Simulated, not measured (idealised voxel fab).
Proc. module: voxel air gaps
The width of the displayed cross-section, cut, is 210 nm; its cells are square, with a size of 5 nm.
Notation: cross-section as square-cell grid; stated in bands, top first, going down; one or more cell rows per band. In this notation a band is specified by the heights of its top and bottom, in that order and in nm, after which its materials appear from left to right, each paired with its width in nm. The word "full width" attached to a single material means that material fills the band from edge to edge; the word "blank" stands for empty space. All heights in this document are referenced to 0, defined as the level beneath which the wafer, as received, consists entirely of one material. The lowest band is not bounded below; it extends indefinitely downward and is written in the form "top 0, no bottom". Width "30->40": first value at the band's top row of cells, second value at its bottom row, equal change from row to row. "nothing was modified" -> step changed no cross-section cell. For the entry "Closed void list", the listed items are empty spaces with no open way to the top whose size is 8 cells or more; each item follows the pattern width x height at distance, where distance is from the left edge and all three are in nm. On each step's line, the part that comes after the settings is the simulator's own comment on the step. Among the settings permitted on a step's line is "overlay nm"; applied to a step with a mask, it specifies the extent to which the mask lay to the right of its planned position, whereas a negative figure signifies a position to the left.
-- Process steps - plan
1 RECEIVE with material Si
2 CONFORMAL_DEP with material SiO2, thk nm 15
3 CONFORMAL_DEP with material SiN, thk nm 5
4 DIRECTIONAL_DEP with material SiO2, thk nm 40
5 PATTERN with tone open, mask id LINES, material resist, width nm 15, pitch nm 45, thk nm 20, overlay nm 0
6 DIRECTIONAL_ETCH with etch materials SiO2, depth nm 40
7 STRIP with etch materials resist
8 CONFORMAL_DEP with material TiN, thk nm 5
9 FILL_DEP with material W, thk nm 5
10 CMP with height nm 60
11 EPI with material Ru, thk nm 10
12 SELECTIVE_ETCH with etch materials SiO2, depth nm 50
13 CONFORMAL_DEP with material SiN, thk nm 5
-- Cross-section of the wafer at receipt, which is the condition after step 1
    top 0, no bottom | Si full width
    Closed void list: none
-- Cross-section, end of module. Start: as above. Plan: as above. Execution: one mistake
    top 75, bottom 70 | 10 of blank, 180 of SiN, 20 of blank
    top 70, bottom 60 | 10 of blank, 5 of SiN, 35 of Ru, 10 of SiN, 35 of Ru, 10 of SiN, 35 of Ru, 10 of SiN, 35 of Ru, 5 of SiN, 20 of blank
    top 60, bottom 55 | 10 of blank, 15 of SiN, 5 of TiN, 5 of W, 5 of TiN, 30 of SiN, 5 of TiN, 5 of W, 5 of TiN, 30 of SiN, 5 of TiN, 5 of W, 5 of TiN, 30 of SiN, 5 of TiN, 5 of W, 5 of TiN, 15 of SiN, 20 of blank
    top 55, bottom 25 | 20 of blank, 5 of SiN, 5 of TiN, 5 of W, 5 of TiN, 5 of SiN, 20 of blank, 5 of SiN, 5 of TiN, 5 of W, 5 of TiN, 5 of SiN, 20 of blank, 5 of SiN, 5 of TiN, 5 of W, 5 of TiN, 5 of SiN, 20 of blank, 5 of SiN, 5 of TiN, 5 of W, 5 of TiN, 5 of SiN, 30 of blank
    top 25, bottom 20 | 25 of SiN, 15 of TiN, 30 of SiN, 15 of TiN, 30 of SiN, 15 of TiN, 30 of SiN, 15 of TiN, 35 of SiN
    top 20, bottom 15 | SiN full width
    top 15, bottom 0 | SiO2 full width
    top 0, no bottom | Si full width
    Closed void list: 20 x 30 at 45; 20 x 30 at 90; 20 x 30 at 135
Plan not followed: for step 5, the planned setting was not used; the step was instead run as PATTERN with tone open, mask id LINES, material resist, width nm 15, pitch nm 45, thk nm 20, overlay nm -5
